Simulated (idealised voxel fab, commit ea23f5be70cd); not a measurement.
Process module, titled voxel capacitor over wiring
Displayed cross-section: cut, width of 255 nm, square cells sized 5 nm.
Each cross-section below is a grid of square cells, stated as bands in top-down order, with one or more rows of cells making up each band.
Top, bottom (nm), then materials left to right with widths (nm); lone material tagged "throughout" fills the whole band edge to edge; "air" = empty space.
Beneath 0, the wafer as received is one material, and that level is where height counting begins. The lowest band goes on downward without a bottom; it is written like "top 0, no bottom".
It should be noted that a width expressed as "30..40" varies in equal increments from row to row of cells within the band, taking the value of the first number at the top row and that of the second number at the bottom row.
"nothing was modified" after a step means that no cell of the cross-section changed.
Each empty space that has no open way to the top and spans at least 8 cells appears under "Closed empty spaces" as width x height at distance, the distance counted from the left edge, all in nm.
Read whatever lies past the settings on a step's line as the simulator's own remark about the step.
overlay nm, on a step with a mask: how far to the right of its planned place the mask lay; to the left if negative
The planned process steps are enumerated hereunder
1) RECEIVE [material Si]
2) CONFORMAL_DEP [material SiO2] [thk nm 15]
3) DIRECTIONAL_DEP [material TiN] [thk nm 5]
4) DIRECTIONAL_DEP [material W] [thk nm 15]
5) MASKED_ETCH [tone cover] [mask id METAL_1] [width nm 25] [pitch nm 85] [etch materials W] [depth nm 15] [overlay nm 0]
6) MASKED_ETCH [tone cover] [mask id METAL_1] [width nm 25] [pitch nm 85] [etch materials TiN] [depth nm 5] [overlay nm 0]
7) CONFORMAL_DEP [material SiCN] [thk nm 5]
8) FILL_DEP [material lowk] [thk nm 10]
9) CMP [height nm 35]
10) CONFORMAL_DEP [material SiCN] [thk nm 5]
11) DIRECTIONAL_DEP [material lowk] [thk nm 10]
12) DIRECTIONAL_DEP [material aC] [thk nm 15]
13) PATTERN [tone open] [mask id PLUG_1] [material resist] [width nm 15] [thk nm 30] [overlay nm 0]
14) DIRECTIONAL_ETCH [etch materials aC] [depth nm 15]
15) STRIP [etch materials resist]
16) DIRECTIONAL_ETCH [etch materials lowk] [depth nm 10]
17) DIRECTIONAL_ETCH [etch materials SiCN] [depth nm 5]
18) STRIP [etch materials aC]
19) CONFORMAL_DEP [material TiN] [thk nm 5]
20) FILL_DEP [material Cu] [thk nm 5]
21) CMP [height nm 50]
22) DIRECTIONAL_DEP [material TiN] [thk nm 5]
23) DIRECTIONAL_DEP [material HfO2] [thk nm 5]
24) DIRECTIONAL_DEP [material TiN] [thk nm 10]
25) DIRECTIONAL_DEP [material aC] [thk nm 15]
26) PATTERN [tone cover] [mask id UPPER_PLATE] [material resist] [width nm 65] [thk nm 35] [overlay nm 0]
27) DIRECTIONAL_ETCH [etch materials aC] [depth nm 15]
28) STRIP [etch materials resist]
29) DIRECTIONAL_ETCH [etch materials TiN] [depth nm 10]
30) DIRECTIONAL_ETCH [etch materials HfO2] [depth nm 5]
31) STRIP [etch materials aC]
32) DIRECTIONAL_DEP [material aC] [thk nm 15]
33) PATTERN [tone cover] [mask id LOWER_PLATE] [material resist] [width nm 75] [thk nm 30] [overlay nm 0]
34) DIRECTIONAL_ETCH [etch materials aC] [depth nm 15]
35) STRIP [etch materials resist]
36) DIRECTIONAL_ETCH [etch materials TiN] [depth nm 5]
37) STRIP [etch materials aC]
38) FILL_DEP [material SiO2] [thk nm 20]
39) CMP [height nm 85]
40) PATTERN [tone open] [mask id PLUG_2] [material resist] [width nm 15] [thk nm 15] [overlay nm 0]
41) DIRECTIONAL_ETCH [etch materials SiO2] [depth nm 15]
42) STRIP [etch materials resist]
43) CONFORMAL_DEP [material TiN] [thk nm 5]
44) FILL_DEP [material Cu] [thk nm 5]
45) CMP [height nm 85]
46) CONFORMAL_DEP [material SiCN] [thk nm 5]
Here's what the wafer looked like in cross-section when it arrived - that's after step 1
  top 0, no bottom = Si throughout
  Closed empty spaces: none
First of two wafers at the end of the module, shown in cross-section; run carried out as planned
  top 90, bottom 85 = SiCN throughout
  top 85, bottom 75 = 90 of SiO2 | 5 of TiN | 5 of Cu | 5 of TiN | 150 of SiO2
  top 75, bottom 70 = 90 of SiO2 | 15 of TiN | 150 of SiO2
  top 70, bottom 60 = 80 of SiO2 | 65 of TiN | 110 of SiO2
  top 60, bottom 55 = 80 of SiO2 | 65 of HfO2 | 110 of SiO2
  top 55, bottom 50 = 75 of SiO2 | 75 of TiN | 105 of SiO2
  top 50, bottom 40 = 80 of lowk | 5 of TiN | 5 of Cu | 5 of TiN | 160 of lowk
  top 40, bottom 35 = 80 of SiCN | 15 of TiN | 160 of SiCN
  top 35, bottom 20 = 65 of lowk | 5 of SiCN | 25 of W | 5 of SiCN | 50 of lowk | 5 of SiCN | 25 of W | 5 of SiCN | 70 of lowk
  top 20, bottom 15 = 70 of SiCN | 25 of TiN | 60 of SiCN | 25 of TiN | 75 of SiCN
  top 15, bottom 0 = SiO2 throughout
  top 0, no bottom = Si throughout
  Closed empty spaces: none
Cross-section, wafer two of two, end of module: same start and plan as wafer one, one error in execution
  top 90, bottom 85 = SiCN throughout
  top 85, bottom 75 = 90 of SiO2 | 5 of TiN | 5 of Cu | 5 of TiN | 150 of SiO2
  top 75, bottom 70 = 90 of SiO2 | 15 of TiN | 150 of SiO2
  top 70, bottom 60 = 80 of SiO2 | 65 of TiN | 110 of SiO2
  top 60, bottom 55 = 80 of SiO2 | 65 of HfO2 | 110 of SiO2
  top 55, bottom 50 = SiCN throughout
  top 50, bottom 40 = 80 of lowk | 5 of TiN | 5 of Cu | 5 of TiN | 160 of lowk
  top 40, bottom 35 = 80 of SiCN | 15 of TiN | 160 of SiCN
  top 35, bottom 20 = 65 of lowk | 5 of SiCN | 25 of W | 5 of SiCN | 50 of lowk | 5 of SiCN | 25 of W | 5 of SiCN | 70 of lowk
  top 20, bottom 15 = 70 of SiCN | 25 of TiN | 60 of SiCN | 25 of TiN | 75 of SiCN
  top 15, bottom 0 = SiO2 throughout
  top 0, no bottom = Si throughout
  Closed empty spaces: none
What was done differently from what was planned? planned and actual differ for step 22; actual: DIRECTIONAL_DEP [material SiCN] [thk nm 5]
at the end the second wafer has, in cells: 51 more of SiCN, 36 fewer of SiO2, 15 fewer of TiN
